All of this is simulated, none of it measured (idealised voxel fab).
process module | voxel transistor to metal
cross-section cut | 185 nm wide | cells 5 nm
A cross-section is a grid of square cells, given in bands from the top down. A band is one or more rows of cells.
Each band's line starts with the height of the band's top and of its bottom, in nm. Then come its materials from left to right, each with its width in nm. One material with "throughout" fills the band from edge to edge. "air" is empty space.
Height 0 is the level under which the wafer as received is all one material. The lowest band goes on downwards, as in "0 down".
A width such as "30 to 40" changes by the same amount from each row of cells to the next, from the band's top row to its bottom row.
"no change" after a step means that no cell of the cross-section changed.
closed voids: empty space of 8 cells or more with no open way to the top, each as width x height at its distance from the left edge, in nm
after a step's settings: what the simulator itself notes on the step
overlay nm, on a step with a mask: how far to the right of its planned place the mask lay; to the left if negative
plan
1 op RECEIVE | material Si
2 op CONFORMAL_DEP | material SiO2 | thk nm 5
3 op CONFORMAL_DEP | material SiN | thk nm 15
4 op DIRECTIONAL_DEP | material aC | thk nm 15
5 op PATTERN | tone cover | mask id ACTIVE | material resist | width nm 95 | thk nm 30 | overlay nm 0
6 op DIRECTIONAL_ETCH | etch materials aC | depth nm 15
7 op STRIP | etch materials resist
8 op DIRECTIONAL_ETCH | etch materials SiN | depth nm 15
9 op DIRECTIONAL_ETCH | etch materials SiO2 | depth nm 5
10 op DIRECTIONAL_ETCH | etch materials Si | depth nm 35
11 op STRIP | etch materials aC
12 op OXIDIZE | depth nm 5
13 op FILL_DEP | material SiO2 | thk nm 10
14 op CMP | height nm 20
15 op SELECTIVE_ETCH | etch materials SiO2 | depth nm 15
16 op STRIP | etch materials SiN
17 op SELECTIVE_ETCH | etch materials SiO2 | depth nm 5
18 op OXIDIZE | depth nm 5
19 op DIRECTIONAL_DEP | material polySi | thk nm 20
20 op DIRECTIONAL_DEP | material SiCN | thk nm 10
21 op MASKED_ETCH | tone cover | mask id GATE | width nm 25 | etch materials SiCN | depth nm 20 | overlay nm 0
22 op MASKED_ETCH | tone cover | mask id GATE | width nm 25 | etch materials polySi | depth nm 30 | overlay nm 0
23 op CONFORMAL_DEP | material SiN | thk nm 5
24 op DIRECTIONAL_ETCH | etch materials SiN | depth nm 5
25 op DIRECTIONAL_ETCH | etch materials SiO2 | depth nm 5
26 op DIRECTIONAL_ETCH | etch materials Si | depth nm 10
27 op EPI | material SiGe | thk nm 10
28 op FILL_DEP | material SiO2 | thk nm 10
29 op CMP | height nm 20
30 op STRIP | etch materials polySi
31 op SELECTIVE_ETCH | etch materials SiO2 | depth nm 5
32 op CONFORMAL_DEP | material HfO2 | thk nm 5
33 op CONFORMAL_DEP | material TiN | thk nm 5
34 op FILL_DEP | material W | thk nm 10
35 op CMP | height nm 15
36 op DIRECTIONAL_DEP | material SiO2 | thk nm 15
37 op DIRECTIONAL_DEP | material aC | thk nm 15
38 op PATTERN | tone open | mask id CONTACT | material resist | width nm 15 | pitch nm 70 | thk nm 35 | overlay nm 0
39 op DIRECTIONAL_ETCH | etch materials aC | depth nm 15
40 op STRIP | etch materials resist
41 op DIRECTIONAL_ETCH | etch materials SiO2 | depth nm 35
42 op STRIP | etch materials aC
43 op CONFORMAL_DEP | material TiN | thk nm 5
44 op FILL_DEP | material W | thk nm 10
45 op CMP | height nm 30
46 op DIRECTIONAL_DEP | material TiN | thk nm 5
47 op DIRECTIONAL_DEP | material W | thk nm 25
48 op MASKED_ETCH | tone cover | mask id METAL_1 | width nm 15 | pitch nm 70 | etch materials W | depth nm 25 | overlay nm 0
49 op MASKED_ETCH | tone cover | mask id METAL_1 | width nm 15 | pitch nm 70 | etch materials TiN | depth nm 5 | overlay nm 0
50 op CONFORMAL_DEP | material SiN | thk nm 5
51 op FILL_DEP | material SiO2 | thk nm 10
52 op CMP | height nm 60
53 op CONFORMAL_DEP | material SiCN | thk nm 5
as received, after step 1
  0 down: Si throughout
  closed voids: none
first wafer at the end, as planned
  65 to 60: SiCN throughout
  60 to 35: SiO2 45 | SiN 5 | W 15 | SiN 5 | SiO2 45 | SiN 5 | W 15 | SiN 5 | SiO2 45
  35 to 30: SiN 50 | TiN 15 | SiN 55 | TiN 15 | SiN 50
  30 to 15: SiO2 50 | TiN 5 | W 5 | TiN 5 | SiO2 55 | TiN 5 | W 5 | TiN 5 | SiO2 50
  15 to 5: SiO2 50 | TiN 5 | W 5 | TiN 5 | SiO2 10 | SiN 5 | HfO2 5 | TiN 5 | W 5 | TiN 5 | HfO2 5 | SiN 5 | SiO2 10 | TiN 5 | W 5 | TiN 5 | SiO2 50
  5 to 0: SiO2 50 | TiN 5 | W 5 | TiN 5 | SiGe 10 | SiN 5 | HfO2 5 | TiN 15 | HfO2 5 | SiN 5 | SiGe 10 | TiN 5 | W 5 | TiN 5 | SiO2 50
  0 to -5: SiO2 50 | TiN 15 | SiGe 10 | HfO2 35 | SiGe 10 | TiN 15 | SiO2 50
  -5 to -15: SiO2 50 | SiGe 25 | Si 35 | SiGe 25 | SiO2 50
  -15 to -40: SiO2 50 | Si 85 | SiO2 50
  -40 down: Si throughout
  closed voids: none
second wafer at the end: like start, like plan, one mistake
  65 to 60: SiCN throughout
  60 to 35: SiO2 45 | SiN 5 | W 15 | SiN 5 | SiO2 45 | SiN 5 | W 15 | SiN 5 | SiO2 45
  35 to 30: SiN 50 | TiN 15 | SiN 55 | TiN 15 | SiN 50
  30 to 15: SiO2 50 | TiN 5 | W 5 | TiN 5 | SiO2 55 | TiN 5 | W 5 | TiN 5 | SiO2 50
  15 to 5: SiO2 50 | TiN 5 | W 5 | TiN 5 | SiO2 10 | SiN 5 | HfO2 5 | TiN 5 | W 5 | TiN 5 | HfO2 5 | SiN 5 | SiO2 10 | TiN 5 | W 5 | TiN 5 | SiO2 50
  5 to 0: SiO2 50 | TiN 5 | W 5 | TiN 5 | SiGe 10 | SiN 5 | HfO2 5 | TiN 15 | HfO2 5 | SiN 5 | SiGe 10 | TiN 5 | W 5 | TiN 5 | SiO2 50
  0 to -5: SiO2 50 | TiN 15 | SiGe 10 | HfO2 35 | SiGe 10 | TiN 15 | SiO2 50
  -5 to -15: SiO2 55 | SiGe 20 | Si 35 | SiGe 30 | SiO2 45
  -15 to -40: SiO2 55 | Si 85 | SiO2 45
  -40 down: Si throughout
  closed voids: none
what went wrong: step 5 ran as: op PATTERN | tone cover | mask id ACTIVE | material resist | width nm 95 | thk nm 30 | overlay nm 5
at the end the second wafer has, in cells: as many of each material as the first, in other places
